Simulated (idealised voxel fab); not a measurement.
Process module in this document: voxel wiring stack
The cross-section shown here is cut; it is 160 nm wide and divided into square cells measuring 5 nm on a side.
Just so we're on the same page, the cross-sections are grids of square cells, and they're listed out in bands top to bottom, each band one or more rows deep.
It is stipulated that each band's entry specify, in nanometres, the height of the top of the band and then that of its bottom, followed by the materials of the band in left-to-right sequence, each together with its width in nanometres. A single material marked by the word "throughout" is understood to fill the band from edge to edge; the word "air" is understood to denote empty space.
Where do heights start? At 0: under that level the wafer as delivered is made of one material only. And the lowest band has no floor; it just carries on downward, as in "z 0 and below".
Top row gets the first number, bottom row gets the second, and each row in between changes by the same step: that is how a band width like "30->40" works.
Where a step carries "changes: none", the cross-section came out of it unchanged, cell for cell.
"Sealed internal cavities" means: voids of 8 cells or more that are shut off from the top with no open way through. Written width x height at distance, distance from the left edge, in nm.
The remark found on a step's line after its settings is issued by the simulator itself and pertains to that step.
On any step carrying a mask, the "overlay nm" setting, if present on the step's line, tells how far right of its planned place the mask lay; negative values point to the left.

**Steps planned for the process**
| 1 | RECEIVE [material Si] |
| 2 | CONFORMAL_DEP [material SiO2] [thk nm 10] |
| 3 | DIRECTIONAL_DEP [material TiN] [thk nm 5] |
| 4 | DIRECTIONAL_DEP [material W] [thk nm 15] |
| 5 | PATTERN [tone cover] [mask id METAL_1] [material resist] [width nm 20] [pitch nm 35] [thk nm 15] [overlay nm 0] |
| 6 | DIRECTIONAL_ETCH [etch materials W] [depth nm 15] |
| 7 | DIRECTIONAL_ETCH [etch materials TiN] [depth nm 5] |
| 8 | STRIP [etch materials resist] |
| 9 | CONFORMAL_DEP [material SiCN] [thk nm 5] |
| 10 | FILL_DEP [material lowk] [thk nm 5] |
| 11 | CMP [height nm 30] |
| 12 | CONFORMAL_DEP [material SiCN] [thk nm 5] |
| 13 | DIRECTIONAL_DEP [material lowk] [thk nm 35] |
| 14 | DIRECTIONAL_DEP [material aC] [thk nm 10] |
| 15 | PATTERN [tone open] [mask id METAL_2] [material resist] [width nm 20] [pitch nm 35] [thk nm 30] [overlay nm 0] |
| 16 | DIRECTIONAL_ETCH [etch materials aC] [depth nm 10] |
| 17 | STRIP [etch materials resist] |
| 18 | DIRECTIONAL_ETCH [etch materials lowk] [depth nm 20] |
| 19 | STRIP [etch materials aC] |
| 20 | DIRECTIONAL_DEP [material aC] [thk nm 10] |
| 21 | PATTERN [tone open] [mask id METAL_2_HOLES] [material resist] [width nm 15] [thk nm 30] [overlay nm 0] |
| 22 | DIRECTIONAL_ETCH [etch materials aC] [depth nm 10] |
| 23 | STRIP [etch materials resist] |
| 24 | DIRECTIONAL_ETCH [etch materials lowk] [depth nm 15] |
| 25 | DIRECTIONAL_ETCH [etch materials SiCN] [depth nm 5] |
| 26 | STRIP [etch materials aC] |
| 27 | CONFORMAL_DEP [material TiN] [thk nm 5] |
| 28 | FILL_DEP [material Cu] [thk nm 10] |
| 29 | CMP [height nm 70] |
| 30 | CONFORMAL_DEP [material SiCN] [thk nm 5] |
| 31 | DIRECTIONAL_DEP [material SiO2] [thk nm 25] |
| 32 | DIRECTIONAL_DEP [material aC] [thk nm 10] |
| 33 | PATTERN [tone open] [mask id METAL_3_HOLES] [material resist] [width nm 15] [pitch nm 35] [thk nm 30] [overlay nm 0] |
| 34 | DIRECTIONAL_ETCH [etch materials aC] [depth nm 10] |
| 35 | STRIP [etch materials resist] |
| 36 | DIRECTIONAL_ETCH [etch materials SiO2] [depth nm 25] |
| 37 | STRIP [etch materials aC] |
| 38 | PATTERN [tone open] [mask id METAL_3] [material resist] [width nm 20] [pitch nm 35] [thk nm 15] [overlay nm 0] |
| 39 | DIRECTIONAL_ETCH [etch materials SiO2] [depth nm 15] |
| 40 | DIRECTIONAL_ETCH [etch materials SiCN] [depth nm 5] |
| 41 | STRIP [etch materials resist] |
| 42 | CONFORMAL_DEP [material TiN] [thk nm 5] |
| 43 | FILL_DEP [material Ru] [thk nm 5] |
| 44 | CMP [height nm 100] |
| 45 | CONFORMAL_DEP [material SiCN] [thk nm 5] |

**Cross-section of the wafer as it came to us, i.e., already through step 1**
z 0 and below = Si throughout
Sealed internal cavities: none

**The first of the two wafers as seen in cross-section once the module was finished; processing followed the plan**
z 105 to 100 = SiCN throughout
z 100 to 90 = 50 nm SiO2  5 nm TiN  10 nm Ru  5 nm TiN  15 nm SiO2  5 nm TiN  10 nm Ru  5 nm TiN  55 nm SiO2
z 90 to 85 = 50 nm SiO2  5 nm TiN  5 nm Ru  10 nm TiN  15 nm SiO2  5 nm TiN  5 nm Ru  10 nm TiN  55 nm SiO2
z 85 to 75 = 50 nm SiO2  5 nm TiN  5 nm Ru  5 nm TiN  20 nm SiO2  5 nm TiN  5 nm Ru  5 nm TiN  60 nm SiO2
z 75 to 70 = 50 nm SiCN  15 nm TiN  20 nm SiCN  15 nm TiN  60 nm SiCN
z 70 to 55 = 50 nm lowk  5 nm TiN  10 nm Cu  5 nm TiN  15 nm lowk  5 nm TiN  10 nm Cu  5 nm TiN  55 nm lowk
z 55 to 50 = 50 nm lowk  5 nm TiN  5 nm Cu  10 nm TiN  15 nm lowk  20 nm TiN  55 nm lowk
z 50 to 35 = 50 nm lowk  5 nm TiN  5 nm Cu  5 nm TiN  95 nm lowk
z 35 to 30 = 50 nm SiCN  15 nm TiN  95 nm SiCN
z 30 to 15 = 45 nm lowk  5 nm SiCN  20 nm W  5 nm SiCN  5 nm lowk  5 nm SiCN  20 nm W  5 nm SiCN  50 nm lowk
z 15 to 10 = 50 nm SiCN  20 nm TiN  15 nm SiCN  20 nm TiN  55 nm SiCN
z 10 to 0 = SiO2 throughout
z 0 and below = Si throughout
Sealed internal cavities: none

**Second wafer cross-section at end of module - shared start and plan with the first, one mistake in the run**
z 105 to 100 = SiCN throughout
z 100 to 90 = 50 nm SiO2  5 nm TiN  10 nm Ru  5 nm TiN  15 nm SiO2  5 nm TiN  10 nm Ru  5 nm TiN  55 nm SiO2
z 90 to 85 = 50 nm SiO2  5 nm TiN  5 nm Ru  10 nm TiN  15 nm SiO2  5 nm TiN  5 nm Ru  10 nm TiN  55 nm SiO2
z 85 to 75 = 50 nm SiO2  5 nm TiN  5 nm Ru  5 nm TiN  20 nm SiO2  5 nm TiN  5 nm Ru  5 nm TiN  60 nm SiO2
z 75 to 70 = 50 nm SiCN  15 nm TiN  20 nm SiCN  15 nm TiN  60 nm SiCN
z 70 to 60 = Cu throughout
z 60 to 55 = 55 nm TiN  10 nm Cu  25 nm TiN  10 nm Cu  60 nm TiN
z 55 to 50 = 50 nm lowk  20 nm TiN  15 nm lowk  5 nm TiN  10 nm Cu  5 nm TiN  55 nm lowk
z 50 to 35 = 65 nm lowk  5 nm TiN  15 nm lowk  5 nm TiN  10 nm Cu  5 nm TiN  55 nm lowk
z 35 to 30 = 65 nm SiCN  5 nm TiN  15 nm SiCN  20 nm TiN  55 nm SiCN
z 30 to 15 = 45 nm lowk  5 nm SiCN  20 nm W  5 nm SiCN  5 nm lowk  5 nm SiCN  20 nm W  5 nm SiCN  50 nm lowk
z 15 to 10 = 50 nm SiCN  20 nm TiN  15 nm SiCN  20 nm TiN  55 nm SiCN
z 10 to 0 = SiO2 throughout
z 0 and below = Si throughout
Sealed internal cavities: none
It is concluded that the wafer was processed incorrectly with respect to the plan, in that contrary to plan, step 21 was performed as PATTERN [tone cover] [mask id METAL_2_HOLES] [material resist] [width nm 15] [thk nm 30] [overlay nm 0]
Materials where the second wafer ends with more or fewer cells than the first: +60 Cu; -2 SiCN; +20 TiN; -78 lowk
